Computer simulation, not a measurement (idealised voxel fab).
Documented hereafter: the process module known as voxel wiring stack.
We display cut, a cross-section 180 nm in width whose square cells are each 5 nm.
A cross-section is written here as square cells arranged in a grid, and it is given in bands from the top down, each band taking up one or more rows of cells. The band entry comprises the height of the band's top followed by the height of its bottom, expressed in nm, and subsequently the band's materials from left to right, each stated together with its width in nm. Where a single material is marked with the word "throughout", that material fills the band from edge to edge. The word "blank" represents empty space. Height is counted from the level 0, under which the received wafer is composed throughout of one material. The lowest of the bands is not closed at the bottom but continues downward, in the notation "from 0 down". The width entry "30 to 40" should be interpreted row by row: the top row of cells in the band takes the first number, the bottom row takes the second number, and the change between adjacent rows is uniform throughout. Step note "nothing different" = no cross-section cell changed. The entry "Closed cavity list" lists the empty spaces that cover at least 8 cells and have no open path to the top. Each is written as width x height at distance, where the distance is measured from the left edge and all three values are in nm. If you see something after the settings on a step's line, that's the simulator's own remark about that step. "overlay nm", when on a step's line for a step with a mask, measures how far to the right of its planned place the mask lay; a negative measure means to the left.

[These are the steps we planned for the process]
1: RECEIVE: material Si
2: CONFORMAL_DEP: material SiO2, thk nm 10
3: CONFORMAL_DEP: material SiN, thk nm 5
4: DIRECTIONAL_DEP: material SiO2, thk nm 25
5: PATTERN: tone open, mask id METAL_1, material resist, width nm 30, pitch nm 60, thk nm 20, overlay nm 0
6: DIRECTIONAL_ETCH: etch materials SiO2, depth nm 25
7: DIRECTIONAL_ETCH: etch materials SiN, depth nm 5
8: STRIP: etch materials resist
9: CONFORMAL_DEP: material TiN, thk nm 5
10: FILL_DEP: material W, thk nm 5
11: CMP: height nm 40
12: CONFORMAL_DEP: material SiCN, thk nm 5
13: DIRECTIONAL_DEP: material SiO2, thk nm 10
14: MASKED_ETCH: tone open, mask id PLUG_1, width nm 15, etch materials SiO2, depth nm 10, overlay nm 0
15: MASKED_ETCH: tone open, mask id PLUG_1, width nm 15, etch materials SiCN, depth nm 5, overlay nm 0
16: CONFORMAL_DEP: material TiN, thk nm 5
17: FILL_DEP: material Cu, thk nm 5
18: CMP: height nm 55
19: DIRECTIONAL_DEP: material TiN, thk nm 5
20: DIRECTIONAL_DEP: material Ru, thk nm 25
21: PATTERN: tone cover, mask id METAL_2, material resist, width nm 30, pitch nm 60, thk nm 15, overlay nm 0
22: DIRECTIONAL_ETCH: etch materials Ru, depth nm 25
23: DIRECTIONAL_ETCH: etch materials TiN, depth nm 5
24: STRIP: etch materials resist
25: CONFORMAL_DEP: material SiCN, thk nm 5
26: FILL_DEP: material SiO2, thk nm 10
27: CMP: height nm 85
28: CONFORMAL_DEP: material SiCN, thk nm 5
29: DIRECTIONAL_DEP: material SiO2, thk nm 30
30: DIRECTIONAL_DEP: material aC, thk nm 10
31: PATTERN: tone open, mask id METAL_3_HOLES, material resist, width nm 15, pitch nm 60, thk nm 30, overlay nm 0
32: DIRECTIONAL_ETCH: etch materials aC, depth nm 10
33: STRIP: etch materials resist
34: DIRECTIONAL_ETCH: etch materials SiO2, depth nm 30
35: STRIP: etch materials aC
36: PATTERN: tone open, mask id METAL_3, material resist, width nm 30, pitch nm 60, thk nm 15, overlay nm 0
37: DIRECTIONAL_ETCH: etch materials SiO2, depth nm 20
38: DIRECTIONAL_ETCH: etch materials SiCN, depth nm 5
39: STRIP: etch materials resist
40: CONFORMAL_DEP: material TiN, thk nm 5
41: FILL_DEP: material Cu, thk nm 10
42: CMP: height nm 120
43: CONFORMAL_DEP: material SiN, thk nm 5

[Cross-section of the wafer at receipt, which is the condition after step 1]
- from 0 down  Si throughout
- Closed cavity list: none

[The following cross-section depicts the wafer upon conclusion of the module. Processing commenced from the starting condition illustrated above and adhered to the plan illustrated above, save for one mistake in execution]
- from 125 to 120  SiN throughout
- from 120 to 105  SiO2 45 nm, TiN 5 nm, Cu 20 nm, TiN 5 nm, SiO2 30 nm, TiN 5 nm, Cu 20 nm, TiN 5 nm, SiO2 45 nm
- from 105 to 100  SiO2 45 nm, TiN 5 nm, Cu 5 nm, TiN 20 nm, SiO2 30 nm, TiN 5 nm, Cu 5 nm, TiN 20 nm, SiO2 45 nm
- from 100 to 90  SiO2 45 nm, TiN 5 nm, Cu 5 nm, TiN 5 nm, SiO2 45 nm, TiN 5 nm, Cu 5 nm, TiN 5 nm, SiO2 60 nm
- from 90 to 85  SiCN 45 nm, TiN 15 nm, SiCN 45 nm, TiN 15 nm, SiCN 60 nm
- from 85 to 60  SiO2 40 nm, SiCN 5 nm, Ru 30 nm, SiCN 5 nm, SiO2 20 nm, SiCN 5 nm, Ru 30 nm, SiCN 5 nm, SiO2 40 nm
- from 60 to 55  SiCN 45 nm, TiN 30 nm, SiCN 30 nm, TiN 30 nm, SiCN 45 nm
- from 55 to 45  SiO2 45 nm, TiN 5 nm, Cu 5 nm, TiN 5 nm, SiO2 120 nm
- from 45 to 40  SiCN 45 nm, TiN 15 nm, SiCN 120 nm
- from 40 to 15  W 40 nm, TiN 5 nm, SiO2 30 nm, TiN 5 nm, W 20 nm, TiN 5 nm, SiO2 30 nm, TiN 5 nm, W 40 nm
- from 15 to 10  TiN 45 nm, SiN 30 nm, TiN 30 nm, SiN 30 nm, TiN 45 nm
- from 10 to 0  SiO2 throughout
- from 0 down  Si throughout
- Closed cavity list: none
The mistake made against the process plan was this: step 5 ran with different settings than intended, the actual operation and settings being PATTERN: tone cover, mask id METAL_1, material resist, width nm 30, pitch nm 60, thk nm 20, overlay nm 0
